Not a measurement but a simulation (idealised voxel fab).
Presented below is a process module, voxel self aligned vias.
The width of the displayed cross-section, cut, is 150 nm; its cells are square, with a size of 5 nm.
Format of a cross-section: grid, square cells. Given as bands. Order: top down. Band: one or more rows of cells.
Top, bottom (nm), then materials left to right with widths (nm); lone material tagged "all across" fills the whole band edge to edge; "air" = empty space.
Beneath 0, the wafer as received is one material, and that level is where height counting begins. The lowest band goes on downward without a bottom; it is written like "from 0 down".
Width: "30 to 40" (first number = top row, second number = bottom row, same change from row to row of cells).
Take "remained the same" at face value: in the step it is given for, the cross-section changed in none of its cells.
Reported under the label "Cavities, sealed" are the empty spaces having no open way to the top and comprising 8 cells or more; the notation for each is width x height at distance, in which the distance is measured from the left edge and all three values are in nm.
On a step's line, text after the settings is the simulator commenting on that step.
"overlay nm", when on a step's line for a step with a mask, measures how far to the right of its planned place the mask lay; a negative measure means to the left.

STEPS PLANNED FOR THE PROCESS
1,op RECEIVE | material Si
2,op CONFORMAL_DEP | material SiO2 | thk nm 10
3,op CONFORMAL_DEP | material SiCN | thk nm 5
4,op DIRECTIONAL_DEP | material lowk | thk nm 20
5,op DIRECTIONAL_DEP | material aC | thk nm 15
6,op PATTERN | tone open | mask id LINES | material resist | width nm 30 | pitch nm 65 | thk nm 30 | overlay nm 0
7,op DIRECTIONAL_ETCH | etch materials aC | depth nm 15
8,op STRIP | etch materials resist
9,op DIRECTIONAL_ETCH | etch materials lowk | depth nm 20
10,op STRIP | etch materials aC
11,op CONFORMAL_DEP | material TiN | thk nm 5
12,op FILL_DEP | material Ru | thk nm 10
13,op CMP | height nm 35
14,op SELECTIVE_ETCH | etch materials W Ru TiN | depth nm 10
15,op FILL_DEP | material SiN | thk nm 10
16,op CMP | height nm 35
17,op DIRECTIONAL_DEP | material lowk | thk nm 20
18,op PATTERN | tone open | mask id VIAS | material resist | width nm 40 | thk nm 20 | overlay nm 0
19,op DIRECTIONAL_ETCH | etch materials lowk | depth nm 20
20,op DIRECTIONAL_ETCH | etch materials SiN | depth nm 10
21,op STRIP | etch materials resist
22,op CONFORMAL_DEP | material TiN | thk nm 5
23,op FILL_DEP | material Ru | thk nm 10
24,op CMP | height nm 55
25,op CONFORMAL_DEP | material SiN | thk nm 5

WAFER AS RECEIVED: CROSS-SECTION FOLLOWING STEP 1
* from 0 down: Si all across
* Cavities, sealed: none

CROSS-SECTION TAKEN AT MODULE COMPLETION ON THE FIRST OF TWO WAFERS; PROCESSED PER THE PLAN
* from 60 to 55: SiN all across
* from 55 to 40: 20 nm lowk, 5 nm TiN, 30 nm Ru, 5 nm TiN, 90 nm lowk
* from 40 to 35: 20 nm lowk, 10 nm TiN, 20 nm Ru, 10 nm TiN, 90 nm lowk
* from 35 to 30: 25 nm lowk, 5 nm TiN, 20 nm Ru, 5 nm TiN, 35 nm lowk, 30 nm SiN, 30 nm lowk
* from 30 to 25: 25 nm lowk, 30 nm TiN, 35 nm lowk, 30 nm SiN, 30 nm lowk
* from 25 to 20: 25 nm lowk, 5 nm TiN, 20 nm Ru, 5 nm TiN, 35 nm lowk, 5 nm TiN, 20 nm Ru, 5 nm TiN, 30 nm lowk
* from 20 to 15: 25 nm lowk, 30 nm TiN, 35 nm lowk, 30 nm TiN, 30 nm lowk
* from 15 to 10: SiCN all across
* from 10 to 0: SiO2 all across
* from 0 down: Si all across
* Cavities, sealed: none

WAFER TWO, SECTIONED AFTER THE MODULE: THE FIRST WAFER'S START, THE FIRST WAFER'S PLAN, AND ONE MISTAKE IN HOW IT WAS RUN
* from 60 to 55: SiN all across
* from 55 to 40: 25 nm lowk, 5 nm TiN, 30 nm Ru, 5 nm TiN, 85 nm lowk
* from 40 to 35: 25 nm lowk, 5 nm TiN, 20 nm Ru, 15 nm TiN, 85 nm lowk
* from 35 to 30: 25 nm lowk, 5 nm TiN, 20 nm Ru, 5 nm TiN, 35 nm lowk, 30 nm SiN, 30 nm lowk
* from 30 to 25: 25 nm lowk, 30 nm TiN, 35 nm lowk, 30 nm SiN, 30 nm lowk
* from 25 to 20: 25 nm lowk, 5 nm TiN, 20 nm Ru, 5 nm TiN, 35 nm lowk, 5 nm TiN, 20 nm Ru, 5 nm TiN, 30 nm lowk
* from 20 to 15: 25 nm lowk, 30 nm TiN, 35 nm lowk, 30 nm TiN, 30 nm lowk
* from 15 to 10: SiCN all across
* from 10 to 0: SiO2 all across
* from 0 down: Si all across
* Cavities, sealed: none
So what did we get wrong on this run? step 18 off recipe, ran as op PATTERN | tone open | mask id VIAS | material resist | width nm 40 | thk nm 20 | overlay nm 5
So at the finish, the second wafer's got exactly as many cells of each material as the first, just not in the same spots.
